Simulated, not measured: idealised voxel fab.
Process module, titled voxel ribs on slabs
The width of the displayed cross-section, cut, is 215 nm; its cells are square, with a size of 5 nm.
Each cross-section below is a grid of square cells, stated as bands in top-down order, with one or more rows of cells making up each band. Read a band's entry like this: the first values are the height of its top and the height of its bottom in nm, and what follows is the sequence of materials from left to right, each with its width in nm. Note that "air" is empty space, and that a single material marked "edge to edge" reaches across the band from edge to edge. Heights are measured from 0, the level below which the as-received wafer is all one material; the lowest band has no bottom and continues downward, written as in "from 0 down". Per-row width for "30 to 40": begins at first number (top row of band), ends at second number (bottom row), increment between rows held constant. Take "everything unchanged" at face value: in the step it is given for, the cross-section changed in none of its cells. "Trapped cavities" means: voids of 8 cells or more that are shut off from the top with no open way through. Written width x height at distance, distance from the left edge, in nm. On each step's line, the part that comes after the settings is the simulator's own comment on the step. Among the settings permitted on a step's line is "overlay nm"; applied to a step with a mask, it specifies the extent to which the mask lay to the right of its planned position, whereas a negative figure signifies a position to the left.

### Planned process steps
1. RECEIVE | material Si
2. DIRECTIONAL_DEP | material SiO2 | thk nm 25
3. DIRECTIONAL_DEP | material SiN | thk nm 15
4. PATTERN | tone cover | mask id RIB | material resist | width nm 25 | thk nm 15 | overlay nm 0
5. DIRECTIONAL_ETCH | etch materials SiN | depth nm 5
6. STRIP | etch materials resist
7. PATTERN | tone cover | mask id SLAB | material resist | width nm 55 | thk nm 15 | overlay nm -15
8. DIRECTIONAL_ETCH | etch materials SiN | depth nm 10
9. STRIP | etch materials resist
10. FILL_DEP | material SiO2 | thk nm 25
11. CMP | height nm 60
12. DIRECTIONAL_DEP | material TiN | thk nm 10
13. DIRECTIONAL_DEP | material aC | thk nm 15
14. PATTERN | tone cover | mask id HEATER | material resist | width nm 35 | thk nm 35 | overlay nm 0
15. DIRECTIONAL_ETCH | etch materials aC | depth nm 15
16. STRIP | etch materials resist
17. DIRECTIONAL_ETCH | etch materials TiN | depth nm 10
18. STRIP | etch materials aC
19. CONFORMAL_DEP | material SiO2 | thk nm 10
The wafers are alike at the start. At step 7, their overlay nm differs. The plan lists the first wafer's value.

### Cross-section of the first incoming wafer of several, state after step 1
> from 0 down: Si edge to edge
> Trapped cavities: none

### Here is how to read the rows: every wafer has a row, and it shows the wafer at the end of the module, giving for each material how many cells were gained (+) or lost (-) since the wafer was received, then listing its closed voids
overlay nm -15; +27 SiN; +583 SiO2; +14 TiN; Trapped cavities: none
overlay nm -10; +27 SiN; +583 SiO2; +14 TiN; Trapped cavities: none
overlay nm -5; +27 SiN; +583 SiO2; +14 TiN; Trapped cavities: none
overlay nm 0; +27 SiN; +583 SiO2; +14 TiN; Trapped cavities: none
overlay nm 5; +27 SiN; +583 SiO2; +14 TiN; Trapped cavities: none
overlay nm 10; +27 SiN; +583 SiO2; +14 TiN; Trapped cavities: none
overlay nm 15; +27 SiN; +583 SiO2; +14 TiN; Trapped cavities: none
